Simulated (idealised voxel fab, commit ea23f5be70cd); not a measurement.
The following is a process module called voxel double patterning.
Cross-section cut: width 245 nm, square cells of 5 nm.
Just so we're on the same page, the cross-sections are grids of square cells, and they're listed out in bands top to bottom, each band one or more rows deep.
Heads up on the band format: heights come first, top then bottom, in nm. After that it's the materials left to right, each with its width in nm. A single material flagged "throughout" fills the whole band edge to edge, and "empty" means there's empty space there.
Below 0: as-received wafer, all one material; heights counted from there. Lowest band: no bottom, goes on down, written "top 0, no bottom".
A width such as "30 to 40" changes by the same amount from each row of cells to the next, from the band's top row to its bottom row.
You'll sometimes find "remains unaltered" written for a step, and that's the way of saying that nowhere in the cross-section did a cell change during that step.
The entry "Sealed void list" lists the empty spaces that cover at least 8 cells and have no open path to the top. Each is written as width x height at distance, where the distance is measured from the left edge and all three values are in nm.
It should be noted that, on the line of a given step, the content following the step's settings is a remark produced by the simulator itself with respect to that step.
If you see "overlay nm" on a step's line and that step has a mask, it's telling you how far right of where it was planned the mask ended up; a negative number means it went left instead.
The remainder of this document consists of a sequence of paired cross-sections. Each pair presents the cross-section prior to one process step together with the cross-section following it, the latter being rendered only as deep as the lowest band that underwent change. The intervening step, together with its settings, is stated beneath each pair. Because the pairs may originate from different runs of this module on the same starting wafer, a given pair is to be read as continuing from the preceding pair only where its entry headed "Before processing" so indicates.
**Before processing**
> top 25, bottom 0: SiN throughout
> top 0, no bottom: Si throughout
> Sealed void list: none
**After the Step**
> top 35, bottom 25: SiCN throughout
> For the remainder of the cross-section, below 25, there is no change.
> Sealed void list: none
For reference, the processing step occurring between the two cross-sections presented above is as follows: op DIRECTIONAL_DEP | material SiCN | thk nm 10
Before processing: the pre-step structure is the one depicted after the step in the pair just above.
**After the Step**
> top 35, bottom 25: SiCN (65), then empty (15), then SiCN (35), then empty (15), then SiCN (35), then empty (15), then SiCN (65)
> For the remainder of the cross-section, below 25, there is no change.
> Sealed void list: none
For reference, the processing step occurring between the two cross-sections presented above is as follows: op MASKED_ETCH | tone open | mask id FIRST | width nm 15 | pitch nm 50 | etch materials SiCN | depth nm 10 | overlay nm 0
Before processing: the pre-step structure is the one depicted after the step in the pair just above.
**After the Step**
> top 45, bottom 35: aC (65), then empty (15), then aC (35), then empty (15), then aC (35), then empty (15), then aC (65)
> top 35, bottom 25: SiCN (65), then aC (15), then SiCN (35), then aC (15), then SiCN (35), then aC (15), then SiCN (65)
> For the remainder of the cross-section, below 25, there is no change.
> Sealed void list: none
For reference, the processing step occurring between the two cross-sections presented above is as follows: op DIRECTIONAL_DEP | material aC | thk nm 10
Before processing: the pre-step structure is the one depicted after the step in the pair just above.
**After the Step**
> top 75, bottom 45: resist (90), then empty (15), then resist (35), then empty (15), then resist (90)
> top 45, bottom 35: aC (65), then resist (15), then aC (35), then resist (15), then aC (35), then resist (15), then aC (65)
> For the remainder of the cross-section, below 35, there is no change.
> Sealed void list: none
For reference, the processing step occurring between the two cross-sections presented above is as follows: op PATTERN | tone open | mask id SECOND | material resist | width nm 15 | pitch nm 50 | thk nm 30 | overlay nm 0
Before processing: the pre-step structure is the one depicted after the step in the pair just above.
**After the Step**
> top 65, bottom 45: resist (90), then empty (15), then resist (35), then empty (15), then resist (90)
> top 45, bottom 35: aC (65), then resist (15), then aC (10), then empty (15), then aC (10), then resist (15), then aC (10), then empty (15), then aC (10), then resist (15), then aC (65)
> For the remainder of the cross-section, below 35, there is no change.
> Sealed void list: none
For reference, the processing step occurring between the two cross-sections presented above is as follows: op DIRECTIONAL_ETCH | etch materials aC | depth nm 10
Before processing: the pre-step structure is the one depicted after the step in the pair just above.
**After the Step**
> top 45, bottom 35: aC (65), then empty (15), then aC (10), then empty (15), then aC (10), then empty (15), then aC (10), then empty (15), then aC (10), then empty (15), then aC (65)
> For the remainder of the cross-section, below 35, there is no change.
> Sealed void list: none
For reference, the processing step occurring between the two cross-sections presented above is as follows: op STRIP | etch materials resist
Before processing: the pre-step structure is the one depicted after the step in the pair just above.
**After the Step**
> top 45, bottom 35: aC (65), then empty (15), then aC (10), then empty (15), then aC (10), then empty (15), then aC (10), then empty (15), then aC (10), then empty (15), then aC (65)
> top 35, bottom 25: SiCN (65), then aC (15), then SiCN (10), then empty (15), then SiCN (10), then aC (15), then SiCN (10), then empty (15), then SiCN (10), then aC (15), then SiCN (65)
> For the remainder of the cross-section, below 25, there is no change.
> Sealed void list: none
For reference, the processing step occurring between the two cross-sections presented above is as follows: op DIRECTIONAL_ETCH | etch materials SiCN | depth nm 10
Before processing: the pre-step structure is the one depicted after the step in the pair just above.
**After the Step**
> top 35, bottom 25: SiCN (65), then empty (15), then SiCN (10), then empty (15), then SiCN (10), then empty (15), then SiCN (10), then empty (15), then SiCN (10), then empty (15), then SiCN (65)
> For the remainder of the cross-section, below 25, there is no change.
> Sealed void list: none
For reference, the processing step occurring between the two cross-sections presented above is as follows: op STRIP | etch materials aC
Before processing: the pre-step structure is the one depicted after the step in the pair just above.
**After the Step**
> top 25, bottom 0: SiN throughout
> For the remainder of the cross-section, below 0, there is no change.
> Sealed void list: none
For reference, the processing step occurring between the two cross-sections presented above is as follows: op STRIP | etch materials SiCN
**Before processing**
> top 45, bottom 35: aC (65), then empty (15), then aC (35), then empty (15), then aC (35), then empty (15), then aC (65)
> top 35, bottom 25: SiCN (65), then aC (15), then SiCN (35), then aC (15), then SiCN (35), then aC (15), then SiCN (65)
> top 25, bottom 10: SiO2 throughout
> top 10, bottom 0: SiN throughout
> top 0, no bottom: Si throughout
> Sealed void list: none
**After the Step**
> top 75, bottom 45: empty (90), then resist (15), then empty (35), then resist (15), then empty (90)
> For the remainder of the cross-section, below 45, there is no change.
> Sealed void list: none
For reference, the processing step occurring between the two cross-sections presented above is as follows: op PATTERN | tone cover | mask id SECOND | material resist | width nm 15 | pitch nm 50 | thk nm 30 | overlay nm 0
Before processing: the pre-step structure is the one depicted after the step in the pair just above.
**After the Step**
> top 65, bottom 45: empty (90), then resist (15), then empty (35), then resist (15), then empty (90)
> top 45, bottom 35: empty (90), then aC (15), then empty (35), then aC (15), then empty (90)
> top 35, bottom 25: SiCN (65), then empty (15), then SiCN (35), then empty (15), then SiCN (35), then empty (15), then SiCN (65)
> For the remainder of the cross-section, below 25, there is no change.
> Sealed void list: none
For reference, the processing step occurring between the two cross-sections presented above is as follows: op DIRECTIONAL_ETCH | etch materials aC | depth nm 10
Before processing: the pre-step structure is the one depicted after the step in the pair just above.
**After the Step**
> top 45, bottom 35: empty (90), then aC (15), then empty (35), then aC (15), then empty (90)
> For the remainder of the cross-section, below 35, there is no change.
> Sealed void list: none
For reference, the processing step occurring between the two cross-sections presented above is as follows: op STRIP | etch materials resist
Before processing: the pre-step structure is the one depicted after the step in the pair just above.
**After the Step**
> top 45, bottom 35: empty (90), then aC (15), then empty (35), then aC (15), then empty (90)
> top 35, bottom 25: empty (90), then SiCN (15), then empty (35), then SiCN (15), then empty (90)
> For the remainder of the cross-section, below 25, there is no change.
> Sealed void list: none
For reference, the processing step occurring between the two cross-sections presented above is as follows: op DIRECTIONAL_ETCH | etch materials SiCN | depth nm 10
Before processing: the pre-step structure is the one depicted after the step in the pair just above.
**After the Step**
> top 35, bottom 25: empty (90), then SiCN (15), then empty (35), then SiCN (15), then empty (90)
> For the remainder of the cross-section, below 25, there is no change.
> Sealed void list: none
For reference, the processing step occurring between the two cross-sections presented above is as follows: op STRIP | etch materials aC
Before processing: the pre-step structure is the one depicted after the step in the pair just above.
**After the Step**
> top 35, bottom 25: empty (90), then SiCN (15), then empty (35), then SiCN (15), then empty (90)
> top 25, bottom 10: empty (90), then SiO2 (15), then empty (35), then SiO2 (15), then empty (90)
> For the remainder of the cross-section, below 10, there is no change.
> Sealed void list: none
For reference, the processing step occurring between the two cross-sections presented above is as follows: op DIRECTIONAL_ETCH | etch materials SiO2 | depth nm 15
Before processing: the pre-step structure is the one depicted after the step in the pair just above.
**After the Step**
> top 25, bottom 10: empty (90), then SiO2 (15), then empty (35), then SiO2 (15), then empty (90)
> For the remainder of the cross-section, below 10, there is no change.
> Sealed void list: none
For reference, the processing step occurring between the two cross-sections presented above is as follows: op STRIP | etch materials SiCN
